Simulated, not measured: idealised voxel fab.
The document below concerns the process module designated voxel air gaps.
The cross-section on display is named cut; it measures 150 nm wide, and its cells are 5 nm squares.
When this document writes out a cross-section, it uses a grid of square cells and lists it as bands, beginning at the top and moving down, with a band standing for one or more rows of cells.
What a band's entry tells you: where the top is and where the bottom is, as heights in nm, and after that what lies inside, material by material from left to right, each with its width in nm. Empty space is written as the word "empty", and a single material marked with the word "throughout" occupies the band from edge to edge.
A quick word on heights: they are counted from 0, and under that level the wafer as it came to us is one material throughout. The lowest band is different from the rest in having no bottom; it simply continues downward, written as in "0 and below".
The expression "30..40" gives the width at the extremes of the band, the first number at its top row of cells and the second at its bottom row, with the width changing by equal amounts from each row to the next in between.
Take "no change" at face value: in the step it is given for, the cross-section changed in none of its cells.
What "Unvented cavities" gives you is every empty space of 8 cells or more that is cut off from the top. Each appears as width x height at distance, with the distance taken from the left edge and width, height and distance all in nm.
Heads up: the bit after the settings on a step's line is the simulator's remark on that step.
If you see "overlay nm" on a step's line and that step has a mask, it's telling you how far right of where it was planned the mask ended up; a negative number means it went left instead.

# The planned process steps are enumerated hereunder
1 RECEIVE, material Si
2 CONFORMAL_DEP, material SiO2, thk nm 15
3 CONFORMAL_DEP, material SiN, thk nm 5
4 DIRECTIONAL_DEP, material SiO2, thk nm 35
5 MASKED_ETCH, tone open, mask id LINES, width nm 20, pitch nm 45, etch materials SiO2, depth nm 35, overlay nm 0
6 CONFORMAL_DEP, material TiN, thk nm 5
7 FILL_DEP, material Ru, thk nm 5
8 CMP, height nm 55
9 EPI, material Ru, thk nm 10
10 SELECTIVE_ETCH, etch materials SiO2, depth nm 45
11 CONFORMAL_DEP, material SiN, thk nm 5

# So this is the incoming wafer in cross-section - it's already been through step 1
0 and below | Si throughout
Unvented cavities: none

# Final cross-section, module run with one mistake (start and plan as above)
70 down to 65 | empty: 10, SiN: 140
65 down to 55 | empty: 10, SiN: 5, Ru: 40, SiN: 5, Ru: 40, SiN: 5, Ru: 40, SiN: 5
55 down to 50 | empty: 10, SiN: 15, TiN: 5, Ru: 10, TiN: 5, SiN: 25, TiN: 5, Ru: 10, TiN: 5, SiN: 25, TiN: 5, Ru: 10, TiN: 5, SiN: 15
50 down to 25 | empty: 20, SiN: 5, TiN: 5, Ru: 10, TiN: 5, SiN: 5, empty: 15, SiN: 5, TiN: 5, Ru: 10, TiN: 5, SiN: 5, empty: 15, SiN: 5, TiN: 5, Ru: 10, TiN: 5, SiN: 5, empty: 10
25 down to 20 | SiN: 25, TiN: 20, SiN: 25, TiN: 20, SiN: 25, TiN: 20, SiN: 15
20 down to 15 | SiN throughout
15 down to 0 | SiO2 throughout
0 and below | Si throughout
Unvented cavities: 15 x 25 at 50; 15 x 25 at 95; 10 x 25 at 140
Processing error: the process deviated at step 5: the operation and settings actually run there were MASKED_ETCH, tone open, mask id LINES, width nm 20, pitch nm 45, etch materials SiO2, depth nm 35, overlay nm 5
